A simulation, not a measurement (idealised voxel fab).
A process module follows: voxel gate over fins.
Pictured: cross-section cut, 225 nm wide, on a grid of 5 nm square cells.
Notation: cross-section as square-cell grid; stated in bands, top first, going down; one or more cell rows per band. Basically the band line says how high the top is and how high the bottom is, in nm, and then what's in it from left to right, every material with its width in nm. Empty space shows up as "empty", and if a single material carries "all across" it runs the full band edge to edge. Height reference: 0 = level under which incoming wafer is all one material. Lowest band: no bottom, runs on downward, e.g. "0 and below". The notation "30..40" denotes a width that varies across the rows of cells in the band, beginning at the first number in the top row, finishing at the second number in the bottom row, and changing by an identical amount from each row to the next. "remained unchanged" after a step means that no cell of the cross-section changed. Any empty space of 8 cells or more lacking an open way to the top shows up in "closed voids" as width x height at distance, distance from the left edge, in nm. Text after the settings on a step's line: the simulator's own remark on that step. overlay nm: mask offset rightward from planned place, masked step; negative means leftward offset.

[The planned process steps are enumerated hereunder]
1: RECEIVE | material Si
2: CONFORMAL_DEP | material SiN | thk nm 5
3: PATTERN | tone cover | mask id FINS | material resist | width nm 15 | pitch nm 45 | thk nm 20 | overlay nm 0
4: DIRECTIONAL_ETCH | etch materials SiN | depth nm 5
5: DIRECTIONAL_ETCH | etch materials Si | depth nm 35
6: STRIP | etch materials resist
7: OXIDIZE | depth nm 5
8: FILL_DEP | material SiO2 | thk nm 5
9: CMP | height nm 5
10: SELECTIVE_ETCH | etch materials SiO2 | depth nm 15
11: STRIP | etch materials SiN
12: CONFORMAL_DEP | material HfO2 | thk nm 5
13: CONFORMAL_DEP | material TiN | thk nm 5
14: FILL_DEP | material W | thk nm 15
15: CMP | height nm 20
16: CONFORMAL_DEP | material SiN | thk nm 10

[Concerning the first of two wafers, which was run in accordance with the plan]

[Shown in cross-section is the wafer as received, that is, as it stands after step 1]
- 0 and below | Si all across
- closed voids: none

[After step 2, in cross-section]
- 5 down to 0 | SiN all across
- Below 0, the layers are the same as they were.

[After step 3, in cross-section]
- 25 down to 5 | 60 nm empty | 15 nm resist | 30 nm empty | 15 nm resist | 30 nm empty | 15 nm resist | 60 nm empty
- Below 5, the layers are the same as they were.

[After step 4, in cross-section]
- 25 down to 5 | 60 nm empty | 15 nm resist | 30 nm empty | 15 nm resist | 30 nm empty | 15 nm resist | 60 nm empty
- 5 down to 0 | 60 nm empty | 15 nm SiN | 30 nm empty | 15 nm SiN | 30 nm empty | 15 nm SiN | 60 nm empty
- Below 0, the layers are the same as they were.

[After step 5, in cross-section]
- 25 down to 5 | 60 nm empty | 15 nm resist | 30 nm empty | 15 nm resist | 30 nm empty | 15 nm resist | 60 nm empty
- 5 down to 0 | 60 nm empty | 15 nm SiN | 30 nm empty | 15 nm SiN | 30 nm empty | 15 nm SiN | 60 nm empty
- 0 down to -35 | 60 nm empty | 15 nm Si | 30 nm empty | 15 nm Si | 30 nm empty | 15 nm Si | 60 nm empty
- Below -35, the layers are the same as they were.

[After step 6, in cross-section]
- 5 down to 0 | 60 nm empty | 15 nm SiN | 30 nm empty | 15 nm SiN | 30 nm empty | 15 nm SiN | 60 nm empty
- Below 0, the layers are the same as they were.

[After step 7, in cross-section]
- 5 down to 0 | 60 nm empty | 15 nm SiN | 30 nm empty | 15 nm SiN | 30 nm empty | 15 nm SiN | 60 nm empty
- 0 down to -35 | 60 nm empty | 5 nm SiO2 | 5 nm Si | 5 nm SiO2 | 30 nm empty | 5 nm SiO2 | 5 nm Si | 5 nm SiO2 | 30 nm empty | 5 nm SiO2 | 5 nm Si | 5 nm SiO2 | 60 nm empty
- -35 down to -40 | 65 nm SiO2 | 5 nm Si | 40 nm SiO2 | 5 nm Si | 40 nm SiO2 | 5 nm Si | 65 nm SiO2
- Below -40, the layers are the same as they were.

[After step 8, in cross-section]
- 10 down to 5 | SiO2 all across
- 5 down to 0 | 60 nm SiO2 | 15 nm SiN | 30 nm SiO2 | 15 nm SiN | 30 nm SiO2 | 15 nm SiN | 60 nm SiO2
- 0 down to -40 | 65 nm SiO2 | 5 nm Si | 40 nm SiO2 | 5 nm Si | 40 nm SiO2 | 5 nm Si | 65 nm SiO2
- Below -40, the layers are the same as they were.

[After step 9, in cross-section]
- 5 down to 0 | 60 nm SiO2 | 15 nm SiN | 30 nm SiO2 | 15 nm SiN | 30 nm SiO2 | 15 nm SiN | 60 nm SiO2
- Below 0, the layers are the same as they were.

[After step 10, in cross-section]
- 5 down to 0 | 60 nm empty | 15 nm SiN | 30 nm empty | 15 nm SiN | 30 nm empty | 15 nm SiN | 60 nm empty
- 0 down to -10 | 65 nm empty | 5 nm Si | 40 nm empty | 5 nm Si | 40 nm empty | 5 nm Si | 65 nm empty
- Below -10, the layers are the same as they were.

[After step 11, in cross-section]
- 0 down to -10 | 65 nm empty | 5 nm Si | 40 nm empty | 5 nm Si | 40 nm empty | 5 nm Si | 65 nm empty
- Below -10, the layers are the same as they were.

[After step 12, in cross-section]
- 5 down to 0 | 60 nm empty | 15 nm HfO2 | 30 nm empty | 15 nm HfO2 | 30 nm empty | 15 nm HfO2 | 60 nm empty
- 0 down to -5 | 60 nm empty | 5 nm HfO2 | 5 nm Si | 5 nm HfO2 | 30 nm empty | 5 nm HfO2 | 5 nm Si | 5 nm HfO2 | 30 nm empty | 5 nm HfO2 | 5 nm Si | 5 nm HfO2 | 60 nm empty
- -5 down to -10 | 65 nm HfO2 | 5 nm Si | 40 nm HfO2 | 5 nm Si | 40 nm HfO2 | 5 nm Si | 65 nm HfO2
- Below -10, the layers are the same as they were.

[After step 13, in cross-section]
- 10 down to 5 | 55 nm empty | 25 nm TiN | 20 nm empty | 25 nm TiN | 20 nm empty | 25 nm TiN | 55 nm empty
- 5 down to 0 | 55 nm empty | 5 nm TiN | 15 nm HfO2 | 5 nm TiN | 20 nm empty | 5 nm TiN | 15 nm HfO2 | 5 nm TiN | 20 nm empty | 5 nm TiN | 15 nm HfO2 | 5 nm TiN | 55 nm empty
- 0 down to -5 | 60 nm TiN | 5 nm HfO2 | 5 nm Si | 5 nm HfO2 | 30 nm TiN | 5 nm HfO2 | 5 nm Si | 5 nm HfO2 | 30 nm TiN | 5 nm HfO2 | 5 nm Si | 5 nm HfO2 | 60 nm TiN
- Below -5, the layers are the same as they were.

[After step 14, in cross-section]
- 25 down to 10 | W all across
- 10 down to 5 | 55 nm W | 25 nm TiN | 20 nm W | 25 nm TiN | 20 nm W | 25 nm TiN | 55 nm W
- 5 down to 0 | 55 nm W | 5 nm TiN | 15 nm HfO2 | 5 nm TiN | 20 nm W | 5 nm TiN | 15 nm HfO2 | 5 nm TiN | 20 nm W | 5 nm TiN | 15 nm HfO2 | 5 nm TiN | 55 nm W
- Below 0, the layers are the same as they were.

[After step 15, in cross-section]
- 20 down to 10 | W all across
- Below 10, the layers are the same as they were.

[After step 16, in cross-section]
- 30 down to 20 | SiN all across
- Below 20, the layers are the same as they were.

[second wafer: like start, like plan, one mistake. Through step 2 it matches the first wafer]

[Second wafer, section view, time point: scheduled end of step 3]
- 25 down to 5 | 60 nm resist | 15 nm empty | 30 nm resist | 15 nm empty | 30 nm resist | 15 nm empty | 60 nm resist
- Below 5, the layers are the same as they were.

[Second wafer, section view, time point: scheduled end of step 4]
- 25 down to 5 | 60 nm resist | 15 nm empty | 30 nm resist | 15 nm empty | 30 nm resist | 15 nm empty | 60 nm resist
- 5 down to 0 | 60 nm SiN | 15 nm empty | 30 nm SiN | 15 nm empty | 30 nm SiN | 15 nm empty | 60 nm SiN
- Below 0, the layers are the same as they were.

[Second wafer, section view, time point: scheduled end of step 5]
- 25 down to 5 | 60 nm resist | 15 nm empty | 30 nm resist | 15 nm empty | 30 nm resist | 15 nm empty | 60 nm resist
- 5 down to 0 | 60 nm SiN | 15 nm empty | 30 nm SiN | 15 nm empty | 30 nm SiN | 15 nm empty | 60 nm SiN
- 0 down to -35 | 60 nm Si | 15 nm empty | 30 nm Si | 15 nm empty | 30 nm Si | 15 nm empty | 60 nm Si
- Below -35, the layers are the same as they were.

[Second wafer, section view, time point: scheduled end of step 6]
- 5 down to 0 | 60 nm SiN | 15 nm empty | 30 nm SiN | 15 nm empty | 30 nm SiN | 15 nm empty | 60 nm SiN
- Below 0, the layers are the same as they were.

[Second wafer, section view, time point: scheduled end of step 7]
- 5 down to 0 | 60 nm SiN | 15 nm empty | 30 nm SiN | 15 nm empty | 30 nm SiN | 15 nm empty | 60 nm SiN
- 0 down to -35 | 55 nm Si | 5 nm SiO2 | 15 nm empty | 5 nm SiO2 | 20 nm Si | 5 nm SiO2 | 15 nm empty | 5 nm SiO2 | 20 nm Si | 5 nm SiO2 | 15 nm empty | 5 nm SiO2 | 55 nm Si
- -35 down to -40 | 55 nm Si | 25 nm SiO2 | 20 nm Si | 25 nm SiO2 | 20 nm Si | 25 nm SiO2 | 55 nm Si
- Below -40, the layers are the same as they were.

[Second wafer, section view, time point: scheduled end of step 8]
- 10 down to 5 | SiO2 all across
- 5 down to 0 | 60 nm SiN | 15 nm SiO2 | 30 nm SiN | 15 nm SiO2 | 30 nm SiN | 15 nm SiO2 | 60 nm SiN
- 0 down to -40 | 55 nm Si | 25 nm SiO2 | 20 nm Si | 25 nm SiO2 | 20 nm Si | 25 nm SiO2 | 55 nm Si
- Below -40, the layers are the same as they were.

[Second wafer, section view, time point: scheduled end of step 9]
- 5 down to 0 | 60 nm SiN | 15 nm SiO2 | 30 nm SiN | 15 nm SiO2 | 30 nm SiN | 15 nm SiO2 | 60 nm SiN
- Below 0, the layers are the same as they were.

[Second wafer, section view, time point: scheduled end of step 10]
- 5 down to 0 | 60 nm SiN | 15 nm empty | 30 nm SiN | 15 nm empty | 30 nm SiN | 15 nm empty | 60 nm SiN
- 0 down to -10 | 55 nm Si | 25 nm empty | 20 nm Si | 25 nm empty | 20 nm Si | 25 nm empty | 55 nm Si
- Below -10, the layers are the same as they were.

[Second wafer, section view, time point: scheduled end of step 11]
- 0 down to -10 | 55 nm Si | 25 nm empty | 20 nm Si | 25 nm empty | 20 nm Si | 25 nm empty | 55 nm Si
- Below -10, the layers are the same as they were.

[Second wafer, section view, time point: scheduled end of step 12]
- 5 down to 0 | 60 nm HfO2 | 15 nm empty | 30 nm HfO2 | 15 nm empty | 30 nm HfO2 | 15 nm empty | 60 nm HfO2
- 0 down to -5 | 55 nm Si | 5 nm HfO2 | 15 nm empty | 5 nm HfO2 | 20 nm Si | 5 nm HfO2 | 15 nm empty | 5 nm HfO2 | 20 nm Si | 5 nm HfO2 | 15 nm empty | 5 nm HfO2 | 55 nm Si
- -5 down to -10 | 55 nm Si | 25 nm HfO2 | 20 nm Si | 25 nm HfO2 | 20 nm Si | 25 nm HfO2 | 55 nm Si
- Below -10, the layers are the same as they were.

[Second wafer, section view, time point: scheduled end of step 13]
- 10 down to 5 | 65 nm TiN | 5 nm empty | 40 nm TiN | 5 nm empty | 40 nm TiN | 5 nm empty | 65 nm TiN
- 5 down to 0 | 60 nm HfO2 | 5 nm TiN | 5 nm empty | 5 nm TiN | 30 nm HfO2 | 5 nm TiN | 5 nm empty | 5 nm TiN | 30 nm HfO2 | 5 nm TiN | 5 nm empty | 5 nm TiN | 60 nm HfO2
- 0 down to -5 | 55 nm Si | 5 nm HfO2 | 15 nm TiN | 5 nm HfO2 | 20 nm Si | 5 nm HfO2 | 15 nm TiN | 5 nm HfO2 | 20 nm Si | 5 nm HfO2 | 15 nm TiN | 5 nm HfO2 | 55 nm Si
- Below -5, the layers are the same as they were.

[Second wafer, section view, time point: scheduled end of step 14]
- 25 down to 10 | W all across
- 10 down to 5 | 65 nm TiN | 5 nm W | 40 nm TiN | 5 nm W | 40 nm TiN | 5 nm W | 65 nm TiN
- 5 down to 0 | 60 nm HfO2 | 5 nm TiN | 5 nm W | 5 nm TiN | 30 nm HfO2 | 5 nm TiN | 5 nm W | 5 nm TiN | 30 nm HfO2 | 5 nm TiN | 5 nm W | 5 nm TiN | 60 nm HfO2
- Below 0, the layers are the same as they were.

[Second wafer, section view, time point: scheduled end of step 15]
- 20 down to 10 | W all across
- Below 10, the layers are the same as they were.

[Second wafer, section view, time point: scheduled end of step 16]
- 30 down to 20 | SiN all across
- Below 20, the layers are the same as they were.
Deviation from plan: in deviation from the planned setting, step 3 was conducted as PATTERN | tone open | mask id FINS | material resist | width nm 15 | pitch nm 45 | thk nm 20 | overlay nm 0
Heads up, by the end the second wafer has more or fewer cells of some materials compared to the first: +216 Si | -162 SiO2 | -54 W
